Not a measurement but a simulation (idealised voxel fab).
Process module name: voxel capacitor over wiring
Xsec cut, 175 nm wide, square cell size 5 nm.
Heads up, the way a cross-section reads in here is a grid of square cells, handed over as bands from the top down, with every band being one or more rows of cells. Each band's line starts with the height of the band's top and of its bottom, in nm. Then come its materials from left to right, each with its width in nm. One material with "full width" fills the band from edge to edge. "empty" is empty space. Measure heights from 0. That's the level where, below it, the as-received wafer is all one material. The lowest band is bottomless and extends downward; write it as in "from 0 down". The two numbers in a width such as "30 to 40" mark its ends across the band: the first belongs to the top row of cells, the second to the bottom row, and from each row to the next the width moves by the same amount. "no modifications" for a step: no cell of the cross-section changed in that step. Closed empty spaces (no open way to the top) of 8 cells or more are what "Closed void table" lists, each as width x height at distance from the left edge, nm for all three. Where a step's line continues beyond its settings, the continuation is a remark by the simulator itself on that step. Regarding "overlay nm": on a step with a mask, it is the distance the mask lay to the right of its planned place; a negative value places it to the left.
Planned step list for the process:
- 1: RECEIVE, material Si
- 2: CONFORMAL_DEP, material SiO2, thk nm 10
- 3: CONFORMAL_DEP, material SiCN, thk nm 5
- 4: DIRECTIONAL_DEP, material lowk, thk nm 15
- 5: PATTERN, tone open, mask id METAL_1, material resist, width nm 20, pitch nm 90, thk nm 15, overlay nm 0
- 6: DIRECTIONAL_ETCH, etch materials lowk, depth nm 15
- 7: DIRECTIONAL_ETCH, etch materials SiCN, depth nm 5
- 8: STRIP, etch materials resist
- 9: CONFORMAL_DEP, material TiN, thk nm 5
- 10: FILL_DEP, material Cu, thk nm 5
- 11: CMP, height nm 30
- 12: EPI, material Ru, thk nm 5
- 13: FILL_DEP, material SiCN, thk nm 5
- 14: DIRECTIONAL_DEP, material lowk, thk nm 15
- 15: DIRECTIONAL_DEP, material aC, thk nm 10
- 16: PATTERN, tone open, mask id PLUG_1, material resist, width nm 15, thk nm 25, overlay nm 0
- 17: DIRECTIONAL_ETCH, etch materials aC, depth nm 10
- 18: STRIP, etch materials resist
- 19: DIRECTIONAL_ETCH, etch materials lowk, depth nm 15
- 20: DIRECTIONAL_ETCH, etch materials SiCN, depth nm 5
- 21: STRIP, etch materials aC
- 22: CONFORMAL_DEP, material TiN, thk nm 5
- 23: FILL_DEP, material Ru, thk nm 5
- 24: CMP, height nm 55
- 25: DIRECTIONAL_DEP, material TiN, thk nm 5
- 26: DIRECTIONAL_DEP, material Al2O3, thk nm 5
- 27: DIRECTIONAL_DEP, material TiN, thk nm 10
- 28: MASKED_ETCH, tone cover, mask id UPPER_PLATE, width nm 75, etch materials TiN, depth nm 10, overlay nm 0
- 29: MASKED_ETCH, tone cover, mask id UPPER_PLATE, width nm 75, etch materials Al2O3, depth nm 5, overlay nm 0
- 30: MASKED_ETCH, tone cover, mask id LOWER_PLATE, width nm 85, etch materials TiN, depth nm 5, overlay nm 0
- 31: FILL_DEP, material SiO2, thk nm 20
- 32: CMP, height nm 90
- 33: MASKED_ETCH, tone open, mask id PLUG_2, width nm 15, etch materials SiO2, depth nm 15, overlay nm 0
- 34: CONFORMAL_DEP, material TiN, thk nm 5
- 35: FILL_DEP, material W, thk nm 10
- 36: CMP, height nm 90
- 37: CONFORMAL_DEP, material SiN, thk nm 5
Below: the first of two wafers, run as planned:
As received (post step 1): cross-section:
* from 0 down: Si full width
* Closed void table: none
You're looking at a cross-section of the wafer after step 2:
* from 10 to 0: SiO2 full width
* Under the height 0 nothing was changed.
You're looking at a cross-section of the wafer after step 3:
* from 15 to 10: SiCN full width
* Under the height 10 nothing was changed.
You're looking at a cross-section of the wafer after step 4:
* from 30 to 15: lowk full width
* Under the height 15 nothing was changed.
You're looking at a cross-section of the wafer after step 5:
* from 45 to 30: resist 30, then empty 20, then resist 70, then empty 20, then resist 35
* Under the height 30 nothing was changed.
You're looking at a cross-section of the wafer after step 6:
* from 45 to 30: resist 30, then empty 20, then resist 70, then empty 20, then resist 35
* from 30 to 15: lowk 30, then empty 20, then lowk 70, then empty 20, then lowk 35
* Under the height 15 nothing was changed.
You're looking at a cross-section of the wafer after step 7:
* from 45 to 30: resist 30, then empty 20, then resist 70, then empty 20, then resist 35
* from 30 to 15: lowk 30, then empty 20, then lowk 70, then empty 20, then lowk 35
* from 15 to 10: SiCN 30, then empty 20, then SiCN 70, then empty 20, then SiCN 35
* Under the height 10 nothing was changed.
You're looking at a cross-section of the wafer after step 8:
* from 30 to 15: lowk 30, then empty 20, then lowk 70, then empty 20, then lowk 35
* Under the height 15 nothing was changed.
You're looking at a cross-section of the wafer after step 9:
* from 35 to 30: TiN 35, then empty 10, then TiN 80, then empty 10, then TiN 40
* from 30 to 15: lowk 30, then TiN 5, then empty 10, then TiN 5, then lowk 70, then TiN 5, then empty 10, then TiN 5, then lowk 35
* from 15 to 10: SiCN 30, then TiN 20, then SiCN 70, then TiN 20, then SiCN 35
* Under the height 10 nothing was changed.
You're looking at a cross-section of the wafer after step 10:
* from 40 to 35: Cu full width
* from 35 to 30: TiN 35, then Cu 10, then TiN 80, then Cu 10, then TiN 40
* from 30 to 15: lowk 30, then TiN 5, then Cu 10, then TiN 5, then lowk 70, then TiN 5, then Cu 10, then TiN 5, then lowk 35
* Under the height 15 nothing was changed.
You're looking at a cross-section of the wafer after step 11:
* from 30 to 15: lowk 30, then TiN 5, then Cu 10, then TiN 5, then lowk 70, then TiN 5, then Cu 10, then TiN 5, then lowk 35
* Under the height 15 nothing was changed.
You're looking at a cross-section of the wafer after step 12:
* from 35 to 30: empty 25, then Ru 30, then empty 60, then Ru 30, then empty 30
* Under the height 30 nothing was changed.
You're looking at a cross-section of the wafer after step 13:
* from 40 to 35: SiCN full width
* from 35 to 30: SiCN 25, then Ru 30, then SiCN 60, then Ru 30, then SiCN 30
* Under the height 30 nothing was changed.
You're looking at a cross-section of the wafer after step 14:
* from 55 to 40: lowk full width
* Under the height 40 nothing was changed.
You're looking at a cross-section of the wafer after step 15:
* from 65 to 55: aC full width
* Under the height 55 nothing was changed.
You're looking at a cross-section of the wafer after step 16:
* from 90 to 65: resist 35, then empty 15, then resist 125
* Under the height 65 nothing was changed.
You're looking at a cross-section of the wafer after step 17:
* from 80 to 65: resist 35, then empty 15, then resist 125
* from 65 to 55: aC 35, then empty 15, then aC 125
* Under the height 55 nothing was changed.
You're looking at a cross-section of the wafer after step 18:
* from 65 to 55: aC 35, then empty 15, then aC 125
* Under the height 55 nothing was changed.
You're looking at a cross-section of the wafer after step 19:
* from 65 to 55: aC 35, then empty 15, then aC 125
* from 55 to 40: lowk 35, then empty 15, then lowk 125
* Under the height 40 nothing was changed.
You're looking at a cross-section of the wafer after step 20:
* from 65 to 55: aC 35, then empty 15, then aC 125
* from 55 to 40: lowk 35, then empty 15, then lowk 125
* from 40 to 35: SiCN 35, then empty 15, then SiCN 125
* Under the height 35 nothing was changed.
You're looking at a cross-section of the wafer after step 21:
* from 55 to 40: lowk 35, then empty 15, then lowk 125
* Under the height 40 nothing was changed.
You're looking at a cross-section of the wafer after step 22:
* from 60 to 55: TiN 40, then empty 5, then TiN 130
* from 55 to 40: lowk 35, then TiN 5, then empty 5, then TiN 5, then lowk 125
* from 40 to 35: SiCN 35, then TiN 15, then SiCN 125
* Under the height 35 nothing was changed.
You're looking at a cross-section of the wafer after step 23:
* from 65 to 60: Ru full width
* from 60 to 55: TiN 40, then Ru 5, then TiN 130
* from 55 to 40: lowk 35, then TiN 5, then Ru 5, then TiN 5, then lowk 125
* Under the height 40 nothing was changed.
You're looking at a cross-section of the wafer after step 24:
* from 55 to 40: lowk 35, then TiN 5, then Ru 5, then TiN 5, then lowk 125
* Under the height 40 nothing was changed.
You're looking at a cross-section of the wafer after step 25:
* from 60 to 55: TiN full width
* Under the height 55 nothing was changed.
You're looking at a cross-section of the wafer after step 26:
* from 65 to 60: Al2O3 full width
* Under the height 60 nothing was changed.
You're looking at a cross-section of the wafer after step 27:
* from 75 to 65: TiN full width
* Under the height 65 nothing was changed.
You're looking at a cross-section of the wafer after step 28:
* from 75 to 65: empty 35, then TiN 75, then empty 65
* Under the height 65 nothing was changed.
You're looking at a cross-section of the wafer after step 29:
* from 75 to 65: empty 35, then TiN 75, then empty 65
* from 65 to 60: empty 35, then Al2O3 75, then empty 65
* Under the height 60 nothing was changed.
You're looking at a cross-section of the wafer after step 30:
* from 75 to 65: empty 35, then TiN 75, then empty 65
* from 65 to 60: empty 35, then Al2O3 75, then empty 65
* from 60 to 55: empty 30, then TiN 85, then empty 60
* Under the height 55 nothing was changed.
You're looking at a cross-section of the wafer after step 31:
* from 95 to 75: SiO2 full width
* from 75 to 65: SiO2 35, then TiN 75, then SiO2 65
* from 65 to 60: SiO2 35, then Al2O3 75, then SiO2 65
* from 60 to 55: SiO2 30, then TiN 85, then SiO2 60
* Under the height 55 nothing was changed.
You're looking at a cross-section of the wafer after step 32:
* from 90 to 75: SiO2 full width
* Under the height 75 nothing was changed.
You're looking at a cross-section of the wafer after step 33:
* from 90 to 75: SiO2 45, then empty 15, then SiO2 115
* Under the height 75 nothing was changed.
You're looking at a cross-section of the wafer after step 34:
* from 95 to 90: TiN 50, then empty 5, then TiN 120
* from 90 to 80: SiO2 45, then TiN 5, then empty 5, then TiN 5, then SiO2 115
* from 80 to 75: SiO2 45, then TiN 15, then SiO2 115
* Under the height 75 nothing was changed.
You're looking at a cross-section of the wafer after step 35:
* from 105 to 95: W full width
* from 95 to 90: TiN 50, then W 5, then TiN 120
* from 90 to 80: SiO2 45, then TiN 5, then W 5, then TiN 5, then SiO2 115
* Under the height 80 nothing was changed.
You're looking at a cross-section of the wafer after step 36:
* from 90 to 80: SiO2 45, then TiN 5, then W 5, then TiN 5, then SiO2 115
* Under the height 80 nothing was changed.
You're looking at a cross-section of the wafer after step 37:
* from 95 to 90: SiN full width
* Under the height 90 nothing was changed.
Wafer two of two - same starting point, same process plan, one mistake in execution; matches wafer one up to and including step 27:
Second wafer, section view, time point: scheduled end of step 28:
* from 75 to 65: empty 35, then TiN 75, then empty 65
* Under the height 65 nothing was changed.
Second wafer, section view, time point: scheduled end of step 29:
* from 75 to 65: empty 35, then TiN 75, then empty 65
* from 65 to 60: empty 35, then Al2O3 75, then empty 65
* Under the height 60 nothing was changed.
Second wafer, section view, time point: scheduled end of step 30:
* from 75 to 65: empty 35, then TiN 75, then empty 65
* from 65 to 60: empty 35, then Al2O3 75, then empty 65
* from 60 to 55: empty 30, then TiN 85, then empty 60
* Under the height 55 nothing was changed.
Second wafer, section view, time point: scheduled end of step 31:
* from 95 to 75: SiO2 full width
* from 75 to 65: SiO2 35, then TiN 75, then SiO2 65
* from 65 to 60: SiO2 35, then Al2O3 75, then SiO2 65
* from 60 to 55: SiO2 30, then TiN 85, then SiO2 60
* Under the height 55 nothing was changed.
Second wafer, section view, time point: scheduled end of step 32:
* from 90 to 75: SiO2 full width
* Under the height 75 nothing was changed.
Second wafer, section view, time point: scheduled end of step 33:
* from 90 to 75: SiO2 45, then empty 15, then SiO2 115
* Under the height 75 nothing was changed.
Second wafer, section view, time point: scheduled end of step 34:
* from 95 to 90: TiN 50, then empty 5, then TiN 120
* from 90 to 80: SiO2 45, then TiN 5, then empty 5, then TiN 5, then SiO2 115
* from 80 to 75: SiO2 45, then TiN 15, then SiO2 115
* Under the height 75 nothing was changed.
Second wafer, section view, time point: scheduled end of step 35:
* from 105 to 95: W full width
* from 95 to 90: TiN 50, then W 5, then TiN 120
* from 90 to 80: SiO2 45, then TiN 5, then W 5, then TiN 5, then SiO2 115
* Under the height 80 nothing was changed.
Second wafer, section view, time point: scheduled end of step 36:
* from 90 to 80: SiO2 45, then TiN 5, then W 5, then TiN 5, then SiO2 115
* Under the height 80 nothing was changed.
Second wafer, section view, time point: scheduled end of step 37:
* from 95 to 90: SiN full width
* Under the height 90 nothing was changed.
It is concluded that the wafer was processed incorrectly with respect to the plan, in that plan step 28 ran twice
The two wafers come out with the same cross-section, meaning that, for this model, the mistake has no consequence in the computed result.
